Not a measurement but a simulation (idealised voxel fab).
Title: Process Module voxel quadruple lines
The cross-section shown here is cut; it is 270 nm wide and divided into square cells measuring 5 nm on a side.
For the purposes of this document, a cross-section shall be understood as a grid of square cells, specified as bands listed in top-to-bottom order, each band consisting of one or more rows of cells.
First you get the band's top height and its bottom height, in nm, and then the materials it's made of, left to right, with each width in nm. If you see a single material with "all across", that one covers the band edge to edge. "air" is empty space.
A quick word on heights: they are counted from 0, and under that level the wafer as it came to us is one material throughout. The lowest band is different from the rest in having no bottom; it simply continues downward, written as in "0 and below".
A width given as "30..40" starts at the first number in the band's top row and ends at the second number in its bottom row, shifting by an equal amount at every step from row to row.
Key: "no change" - step with no changed cell in the cross-section.
So "Closed void inventory" is basically the list of trapped voids: any empty space of 8 cells or more that can't reach the top through an opening. They're written width x height at distance, the distance being from the left edge, and it's all nm.
Anything after a step's settings on that line? It's the simulator's own note about the step.
Steps that use a mask can have "overlay nm" on their line. It says how far the mask sat to the right of where it was meant to be. Negative means to the left.

# The steps planned for the process are as follows
1 RECEIVE, material Si
2 CONFORMAL_DEP, material Al2O3, thk nm 10
3 DIRECTIONAL_DEP, material TiN, thk nm 10
4 DIRECTIONAL_DEP, material polySi, thk nm 15
5 DIRECTIONAL_DEP, material aC, thk nm 25
6 PATTERN, tone cover, mask id MANDREL, material resist, width nm 20, pitch nm 60, thk nm 30, overlay nm 0
7 DIRECTIONAL_ETCH, etch materials aC, depth nm 25
8 STRIP, etch materials resist
9 CONFORMAL_DEP, material SiO2, thk nm 10
10 DIRECTIONAL_ETCH, etch materials SiO2, depth nm 10
11 STRIP, etch materials aC
12 DIRECTIONAL_ETCH, etch materials polySi, depth nm 15
13 STRIP, etch materials SiO2
14 CONFORMAL_DEP, material SiCN, thk nm 5
15 DIRECTIONAL_ETCH, etch materials SiCN, depth nm 5
16 STRIP, etch materials polySi
17 DIRECTIONAL_ETCH, etch materials TiN, depth nm 10
18 STRIP, etch materials SiCN

# This is the cross-section of the wafer as we received it, i.e. after step 1
* 0 and below = Si all across
* Closed void inventory: none

# The first of the two wafers as seen in cross-section once the module was finished; processing followed the plan
* 20 down to 10 = air 80 nm; TiN 5 nm; air 10 nm; TiN 5 nm; air 10 nm; TiN 5 nm; air 10 nm; TiN 5 nm; air 10 nm; TiN 5 nm; air 10 nm; TiN 5 nm; air 10 nm; TiN 5 nm; air 10 nm; TiN 5 nm; air 80 nm
* 10 down to 0 = Al2O3 all across
* 0 and below = Si all across
* Closed void inventory: none

# This is the second of the two wafers, cross-sectioned at the end of the module; it started exactly like the first and was given the same plan, but it was run with one mistake
* 10 down to 0 = air 80 nm; TiN 5 nm; air 10 nm; TiN 5 nm; air 10 nm; TiN 5 nm; air 10 nm; TiN 5 nm; air 10 nm; TiN 5 nm; air 10 nm; TiN 5 nm; air 10 nm; TiN 5 nm; air 10 nm; TiN 5 nm; air 80 nm
* 0 and below = Si all across
* Closed void inventory: none
It is concluded that the wafer was processed incorrectly with respect to the plan, in that step 2 of the plan got skipped, so it never ran
Count the cells at the end and the second wafer has more or fewer of some materials than the first: Al2O3: 108 fewer
